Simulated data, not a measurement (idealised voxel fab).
process module | voxel gate over fins
cross-section cut | 155 nm wide | cells 5 nm
A cross-section is a grid of square cells, given in bands from the top down. A band is one or more rows of cells.
Each band's line starts with the height of the band's top and of its bottom, in nm. Then come its materials from left to right, each with its width in nm. One material with "throughout" fills the band from edge to edge. "air" is empty space.
Height 0 is the level under which the wafer as received is all one material. The lowest band goes on downwards, as in "0 down".
A width such as "30 to 40" changes by the same amount from each row of cells to the next, from the band's top row to its bottom row.
"no change" after a step means that no cell of the cross-section changed.
closed voids: empty space of 8 cells or more with no open way to the top, each as width x height at its distance from the left edge, in nm
after a step's settings: what the simulator itself notes on the step
overlay nm, on a step with a mask: how far to the right of its planned place the mask lay; to the left if negative
plan
1 op RECEIVE | material Si
2 op CONFORMAL_DEP | material SiN | thk nm 5
3 op MASKED_ETCH | tone cover | mask id FINS | width nm 15 | pitch nm 50 | etch materials SiN | depth nm 5 | overlay nm 0
4 op MASKED_ETCH | tone cover | mask id FINS | width nm 15 | pitch nm 50 | etch materials Si | depth nm 30 | overlay nm 0
5 op FILL_DEP | material SiO2 | thk nm 5
6 op CMP | height nm 5
7 op DIRECTIONAL_DEP | material aC | thk nm 10
8 op PATTERN | tone open | mask id RAIL | material resist | width nm 15 | thk nm 30 | overlay nm 0
9 op DIRECTIONAL_ETCH | etch materials aC | depth nm 10
10 op STRIP | etch materials resist
11 op DIRECTIONAL_ETCH | etch materials SiO2 | depth nm 30
12 op STRIP | etch materials aC
13 op CONFORMAL_DEP | material TiN | thk nm 5
14 op FILL_DEP | material W | thk nm 10
15 op CMP | height nm 5
16 op SELECTIVE_ETCH | etch materials W Ru TiN | depth nm 20
17 op FILL_DEP | material SiO2 | thk nm 5
18 op CMP | height nm 5
19 op SELECTIVE_ETCH | etch materials SiO2 | depth nm 15
20 op STRIP | etch materials SiN
21 op CONFORMAL_DEP | material HfO2 | thk nm 5
22 op CONFORMAL_DEP | material TiN | thk nm 5
23 op FILL_DEP | material W | thk nm 10
24 op CMP | height nm 15
25 op CONFORMAL_DEP | material SiCN | thk nm 10
first wafer, as planned
as received, after step 1
  0 down: Si throughout
  closed voids: none
after step 2
  5 to 0: SiN throughout
  below 0: unchanged
after step 3
  5 to 0: air 20 | SiN 15 | air 35 | SiN 15 | air 35 | SiN 15 | air 20
  below 0: unchanged
after step 4
  5 to 0: air 20 | SiN 15 | air 35 | SiN 15 | air 35 | SiN 15 | air 20
  0 to -30: air 20 | Si 15 | air 35 | Si 15 | air 35 | Si 15 | air 20
  below -30: unchanged
after step 5
  10 to 5: SiO2 throughout
  5 to 0: SiO2 20 | SiN 15 | SiO2 35 | SiN 15 | SiO2 35 | SiN 15 | SiO2 20
  0 to -30: SiO2 20 | Si 15 | SiO2 35 | Si 15 | SiO2 35 | Si 15 | SiO2 20
  below -30: unchanged
after step 6
  5 to 0: SiO2 20 | SiN 15 | SiO2 35 | SiN 15 | SiO2 35 | SiN 15 | SiO2 20
  below 0: unchanged
after step 7
  15 to 5: aC throughout
  below 5: unchanged
after step 8
  45 to 15: resist 45 | air 15 | resist 95
  below 15: unchanged
after step 9
  35 to 15: resist 45 | air 15 | resist 95
  15 to 5: aC 45 | air 15 | aC 95
  below 5: unchanged
after step 10
  15 to 5: aC 45 | air 15 | aC 95
  below 5: unchanged
after step 11
  15 to 5: aC 45 | air 15 | aC 95
  5 to 0: SiO2 20 | SiN 15 | SiO2 10 | air 15 | SiO2 10 | SiN 15 | SiO2 35 | SiN 15 | SiO2 20
  0 to -25: SiO2 20 | Si 15 | SiO2 10 | air 15 | SiO2 10 | Si 15 | SiO2 35 | Si 15 | SiO2 20
  below -25: unchanged
after step 12
  5 to 0: SiO2 20 | SiN 15 | SiO2 10 | air 15 | SiO2 10 | SiN 15 | SiO2 35 | SiN 15 | SiO2 20
  below 0: unchanged
after step 13
  10 to 5: TiN 50 | air 5 | TiN 100
  5 to 0: SiO2 20 | SiN 15 | SiO2 10 | TiN 5 | air 5 | TiN 5 | SiO2 10 | SiN 15 | SiO2 35 | SiN 15 | SiO2 20
  0 to -20: SiO2 20 | Si 15 | SiO2 10 | TiN 5 | air 5 | TiN 5 | SiO2 10 | Si 15 | SiO2 35 | Si 15 | SiO2 20
  -20 to -25: SiO2 20 | Si 15 | SiO2 10 | TiN 15 | SiO2 10 | Si 15 | SiO2 35 | Si 15 | SiO2 20
  below -25: unchanged
after step 14
  20 to 10: W throughout
  10 to 5: TiN 50 | W 5 | TiN 100
  5 to 0: SiO2 20 | SiN 15 | SiO2 10 | TiN 5 | W 5 | TiN 5 | SiO2 10 | SiN 15 | SiO2 35 | SiN 15 | SiO2 20
  0 to -20: SiO2 20 | Si 15 | SiO2 10 | TiN 5 | W 5 | TiN 5 | SiO2 10 | Si 15 | SiO2 35 | Si 15 | SiO2 20
  below -20: unchanged
after step 15
  5 to 0: SiO2 20 | SiN 15 | SiO2 10 | TiN 5 | W 5 | TiN 5 | SiO2 10 | SiN 15 | SiO2 35 | SiN 15 | SiO2 20
  below 0: unchanged
after step 16
  5 to 0: SiO2 20 | SiN 15 | SiO2 10 | air 15 | SiO2 10 | SiN 15 | SiO2 35 | SiN 15 | SiO2 20
  0 to -15: SiO2 20 | Si 15 | SiO2 10 | air 15 | SiO2 10 | Si 15 | SiO2 35 | Si 15 | SiO2 20
  below -15: unchanged
after step 17
  10 to 5: SiO2 throughout
  5 to 0: SiO2 20 | SiN 15 | SiO2 35 | SiN 15 | SiO2 35 | SiN 15 | SiO2 20
  0 to -15: SiO2 20 | Si 15 | SiO2 35 | Si 15 | SiO2 35 | Si 15 | SiO2 20
  below -15: unchanged
after step 18
  5 to 0: SiO2 20 | SiN 15 | SiO2 35 | SiN 15 | SiO2 35 | SiN 15 | SiO2 20
  below 0: unchanged
after step 19
  5 to 0: air 20 | SiN 15 | air 35 | SiN 15 | air 35 | SiN 15 | air 20
  0 to -10: air 20 | Si 15 | air 35 | Si 15 | air 35 | Si 15 | air 20
  below -10: unchanged
after step 20
  0 to -10: air 20 | Si 15 | air 35 | Si 15 | air 35 | Si 15 | air 20
  below -10: unchanged
after step 21
  5 to 0: air 15 | HfO2 25 | air 25 | HfO2 25 | air 25 | HfO2 25 | air 15
  0 to -5: air 15 | HfO2 5 | Si 15 | HfO2 5 | air 25 | HfO2 5 | Si 15 | HfO2 5 | air 25 | HfO2 5 | Si 15 | HfO2 5 | air 15
  -5 to -10: HfO2 20 | Si 15 | HfO2 35 | Si 15 | HfO2 35 | Si 15 | HfO2 20
  below -10: unchanged
after step 22
  10 to 5: air 10 | TiN 35 | air 15 | TiN 35 | air 15 | TiN 35 | air 10
  5 to 0: air 10 | TiN 5 | HfO2 25 | TiN 5 | air 15 | TiN 5 | HfO2 25 | TiN 5 | air 15 | TiN 5 | HfO2 25 | TiN 5 | air 10
  0 to -5: TiN 15 | HfO2 5 | Si 15 | HfO2 5 | TiN 25 | HfO2 5 | Si 15 | HfO2 5 | TiN 25 | HfO2 5 | Si 15 | HfO2 5 | TiN 15
  below -5: unchanged
after step 23
  20 to 10: W throughout
  10 to 5: W 10 | TiN 35 | W 15 | TiN 35 | W 15 | TiN 35 | W 10
  5 to 0: W 10 | TiN 5 | HfO2 25 | TiN 5 | W 15 | TiN 5 | HfO2 25 | TiN 5 | W 15 | TiN 5 | HfO2 25 | TiN 5 | W 10
  below 0: unchanged
after step 24
  15 to 10: W throughout
  below 10: unchanged
after step 25
  25 to 15: SiCN throughout
  below 15: unchanged
second wafer: like start, like plan, one mistake. Through step 7 it matches the first wafer
when step 8 should have ended
  45 to 15: air 45 | resist 15 | air 95
  below 15: unchanged
when step 9 should have ended
  35 to 15: air 45 | resist 15 | air 95
  15 to 5: air 45 | aC 15 | air 95
  below 5: unchanged
when step 10 should have ended
  15 to 5: air 45 | aC 15 | air 95
  below 5: unchanged
when step 11 should have ended
  15 to 5: air 45 | aC 15 | air 95
  5 to 0: air 20 | SiN 15 | air 10 | SiO2 15 | air 10 | SiN 15 | air 35 | SiN 15 | air 20
  0 to -25: air 20 | Si 15 | air 10 | SiO2 15 | air 10 | Si 15 | air 35 | Si 15 | air 20
  below -25: unchanged
when step 12 should have ended
  5 to 0: air 20 | SiN 15 | air 10 | SiO2 15 | air 10 | SiN 15 | air 35 | SiN 15 | air 20
  below 0: unchanged
when step 13 should have ended
  10 to 5: air 15 | TiN 75 | air 25 | TiN 25 | air 15
  5 to 0: air 15 | TiN 5 | SiN 15 | TiN 10 | SiO2 15 | TiN 10 | SiN 15 | TiN 5 | air 25 | TiN 5 | SiN 15 | TiN 5 | air 15
  0 to -20: air 15 | TiN 5 | Si 15 | TiN 10 | SiO2 15 | TiN 10 | Si 15 | TiN 5 | air 25 | TiN 5 | Si 15 | TiN 5 | air 15
  -20 to -25: TiN 20 | Si 15 | TiN 10 | SiO2 15 | TiN 10 | Si 15 | TiN 35 | Si 15 | TiN 20
  below -25: unchanged
when step 14 should have ended
  20 to 10: W throughout
  10 to 5: W 15 | TiN 75 | W 25 | TiN 25 | W 15
  5 to 0: W 15 | TiN 5 | SiN 15 | TiN 10 | SiO2 15 | TiN 10 | SiN 15 | TiN 5 | W 25 | TiN 5 | SiN 15 | TiN 5 | W 15
  0 to -20: W 15 | TiN 5 | Si 15 | TiN 10 | SiO2 15 | TiN 10 | Si 15 | TiN 5 | W 25 | TiN 5 | Si 15 | TiN 5 | W 15
  below -20: unchanged
when step 15 should have ended
  5 to 0: W 15 | TiN 5 | SiN 15 | TiN 10 | SiO2 15 | TiN 10 | SiN 15 | TiN 5 | W 25 | TiN 5 | SiN 15 | TiN 5 | W 15
  below 0: unchanged
when step 16 should have ended
  5 to 0: air 20 | SiN 15 | air 10 | SiO2 15 | air 10 | SiN 15 | air 35 | SiN 15 | air 20
  0 to -15: air 20 | Si 15 | air 10 | SiO2 15 | air 10 | Si 15 | air 35 | Si 15 | air 20
  below -15: unchanged
when step 17 should have ended
  10 to 5: SiO2 throughout
  5 to 0: SiO2 20 | SiN 15 | SiO2 35 | SiN 15 | SiO2 35 | SiN 15 | SiO2 20
  0 to -15: SiO2 20 | Si 15 | SiO2 35 | Si 15 | SiO2 35 | Si 15 | SiO2 20
  below -15: unchanged
when step 18 should have ended
  5 to 0: SiO2 20 | SiN 15 | SiO2 35 | SiN 15 | SiO2 35 | SiN 15 | SiO2 20
  below 0: unchanged
when step 19 should have ended
  5 to 0: air 20 | SiN 15 | air 35 | SiN 15 | air 35 | SiN 15 | air 20
  0 to -10: air 20 | Si 15 | air 35 | Si 15 | air 35 | Si 15 | air 20
  below -10: unchanged
when step 20 should have ended
  0 to -10: air 20 | Si 15 | air 35 | Si 15 | air 35 | Si 15 | air 20
  below -10: unchanged
when step 21 should have ended
  5 to 0: air 15 | HfO2 25 | air 25 | HfO2 25 | air 25 | HfO2 25 | air 15
  0 to -5: air 15 | HfO2 5 | Si 15 | HfO2 5 | air 25 | HfO2 5 | Si 15 | HfO2 5 | air 25 | HfO2 5 | Si 15 | HfO2 5 | air 15
  -5 to -10: HfO2 20 | Si 15 | HfO2 35 | Si 15 | HfO2 35 | Si 15 | HfO2 20
  below -10: unchanged
when step 22 should have ended
  10 to 5: air 10 | TiN 35 | air 15 | TiN 35 | air 15 | TiN 35 | air 10
  5 to 0: air 10 | TiN 5 | HfO2 25 | TiN 5 | air 15 | TiN 5 | HfO2 25 | TiN 5 | air 15 | TiN 5 | HfO2 25 | TiN 5 | air 10
  0 to -5: TiN 15 | HfO2 5 | Si 15 | HfO2 5 | TiN 25 | HfO2 5 | Si 15 | HfO2 5 | TiN 25 | HfO2 5 | Si 15 | HfO2 5 | TiN 15
  below -5: unchanged
when step 23 should have ended
  20 to 10: W throughout
  10 to 5: W 10 | TiN 35 | W 15 | TiN 35 | W 15 | TiN 35 | W 10
  5 to 0: W 10 | TiN 5 | HfO2 25 | TiN 5 | W 15 | TiN 5 | HfO2 25 | TiN 5 | W 15 | TiN 5 | HfO2 25 | TiN 5 | W 10
  below 0: unchanged
when step 24 should have ended
  15 to 10: W throughout
  below 10: unchanged
when step 25 should have ended
  25 to 15: SiCN throughout
  below 15: unchanged
what went wrong: step 8 ran as: op PATTERN | tone cover | mask id RAIL | material resist | width nm 15 | thk nm 30 | overlay nm 0
at the end the second wafer has, in cells: 32 fewer of SiO2 | 22 more of TiN | 10 more of W
